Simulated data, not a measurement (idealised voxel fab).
Name of the process module below: voxel gate over fins
Section cut is 190 nm wide and gridded with 5 nm square cells.
Cross-sections here: square-cell grids, written as top-down lists of bands, a band being one or more rows of cells.
It is stipulated that each band's entry specify, in nanometres, the height of the top of the band and then that of its bottom, followed by the materials of the band in left-to-right sequence, each together with its width in nanometres. A single material marked by the word "all across" is understood to fill the band from edge to edge; the word "blank" is understood to denote empty space.
Height is counted from the level 0, under which the received wafer is composed throughout of one material. The lowest of the bands is not closed at the bottom but continues downward, in the notation "0 and below".
You'd read "30->40" like this: the band's top row of cells is as wide as the first number, its bottom row is as wide as the second, and going down, every row changes width by the same amount as the row before did.
Where the words "left unchanged" appear for a step, the cross-section shows no cell changed by that step; every cell remained as before.
The entry titled "Closed cavity list" provides the empty spaces that have no open way to the top, restricted to those of 8 cells or more. Each is presented as width x height at distance, the distance being measured from the left edge, with all three in nm.
Whatever follows a step's settings on its line is a remark the simulator itself makes about that step.
The "overlay nm" setting may appear on a step's line; for a step that uses a mask, it gives how far to the right of its planned position the mask lay, and a negative value indicates the left.

Process steps (planned)
1. op RECEIVE | material Si
2. op CONFORMAL_DEP | material SiN | thk nm 10
3. op DIRECTIONAL_DEP | material aC | thk nm 15
4. op PATTERN | tone cover | mask id FINS | material resist | width nm 15 | pitch nm 40 | thk nm 30 | overlay nm 0
5. op DIRECTIONAL_ETCH | etch materials aC | depth nm 15
6. op STRIP | etch materials resist
7. op DIRECTIONAL_ETCH | etch materials SiN | depth nm 10
8. op DIRECTIONAL_ETCH | etch materials Si | depth nm 30
9. op STRIP | etch materials aC
10. op FILL_DEP | material SiO2 | thk nm 10
11. op CMP | height nm 10
12. op SELECTIVE_ETCH | etch materials SiO2 | depth nm 25
13. op STRIP | etch materials SiN
14. op CONFORMAL_DEP | material HfO2 | thk nm 5
15. op CONFORMAL_DEP | material TiN | thk nm 5
16. op CONFORMAL_DEP | material TiAl | thk nm 5
17. op CONFORMAL_DEP | material TiN | thk nm 5
18. op FILL_DEP | material W | thk nm 10
19. op CMP | height nm 25
20. op CONFORMAL_DEP | material SiCN | thk nm 5

As received (post step 1): cross-section
  0 and below  Si all across
  Closed cavity list: none

End-of-module XS, first of two wafers, run as planned
  30 down to 25  SiCN all across
  25 down to 20  W all across
  20 down to 15  25 W, then 135 TiN, then 30 W
  15 down to 10  25 W, then 5 TiN, then 125 TiAl, then 5 TiN, then 30 W
  10 down to 5  25 W, then 5 TiN, then 5 TiAl, then 35 TiN, then 5 TiAl, then 35 TiN, then 5 TiAl, then 35 TiN, then 5 TiAl, then 5 TiN, then 30 W
  5 down to 0  30 TiN, then 5 TiAl, then 5 TiN, then 25 HfO2, then 5 TiN, then 5 TiAl, then 5 TiN, then 25 HfO2, then 5 TiN, then 5 TiAl, then 5 TiN, then 25 HfO2, then 5 TiN, then 5 TiAl, then 35 TiN
  0 down to -5  35 TiAl, then 5 TiN, then 5 HfO2, then 15 Si, then 5 HfO2, then 5 TiN, then 5 TiAl, then 5 TiN, then 5 HfO2, then 15 Si, then 5 HfO2, then 5 TiN, then 5 TiAl, then 5 TiN, then 5 HfO2, then 15 Si, then 5 HfO2, then 5 TiN, then 40 TiAl
  -5 down to -10  40 TiN, then 5 HfO2, then 15 Si, then 5 HfO2, then 15 TiN, then 5 HfO2, then 15 Si, then 5 HfO2, then 15 TiN, then 5 HfO2, then 15 Si, then 5 HfO2, then 45 TiN
  -10 down to -15  45 HfO2, then 15 Si, then 25 HfO2, then 15 Si, then 25 HfO2, then 15 Si, then 50 HfO2
  -15 down to -30  45 SiO2, then 15 Si, then 25 SiO2, then 15 Si, then 25 SiO2, then 15 Si, then 50 SiO2
  -30 and below  Si all across
  Closed cavity list: none

Module end: cross-section of wafer two of two. Same start and process plan as the first wafer. One mistake during execution
  30 down to 25  SiCN all across
  25 down to 20  W all across
  20 down to 15  25 W, then 135 TiN, then 30 W
  15 down to 10  25 W, then 5 TiN, then 125 TiAl, then 5 TiN, then 30 W
  10 down to 5  25 W, then 5 TiN, then 5 TiAl, then 35 TiN, then 5 TiAl, then 35 TiN, then 5 TiAl, then 35 TiN, then 5 TiAl, then 5 TiN, then 30 W
  5 down to 0  30 TiN, then 5 TiAl, then 5 TiN, then 25 HfO2, then 5 TiN, then 5 TiAl, then 5 TiN, then 25 HfO2, then 5 TiN, then 5 TiAl, then 5 TiN, then 25 HfO2, then 5 TiN, then 5 TiAl, then 35 TiN
  0 down to -5  35 TiAl, then 5 TiN, then 5 HfO2, then 15 Si, then 5 HfO2, then 5 TiN, then 5 TiAl, then 5 TiN, then 5 HfO2, then 15 Si, then 5 HfO2, then 5 TiN, then 5 TiAl, then 5 TiN, then 5 HfO2, then 15 Si, then 5 HfO2, then 5 TiN, then 40 TiAl
  -5 down to -10  40 TiN, then 5 HfO2, then 15 Si, then 5 HfO2, then 15 TiN, then 5 HfO2, then 15 Si, then 5 HfO2, then 15 TiN, then 5 HfO2, then 15 Si, then 5 HfO2, then 45 TiN
  -10 down to -15  45 HfO2, then 15 Si, then 25 HfO2, then 15 Si, then 25 HfO2, then 15 Si, then 50 HfO2
  -15 down to -60  45 SiO2, then 15 Si, then 25 SiO2, then 15 Si, then 25 SiO2, then 15 Si, then 50 SiO2
  -60 and below  Si all across
  Closed cavity list: none
Against the plan, the run slipped here: the plan had its step 8 run twice
The closing comparison, in cells, has the second wafer with more or fewer of some materials than the first: 174 fewer of Si | 174 more of SiO2
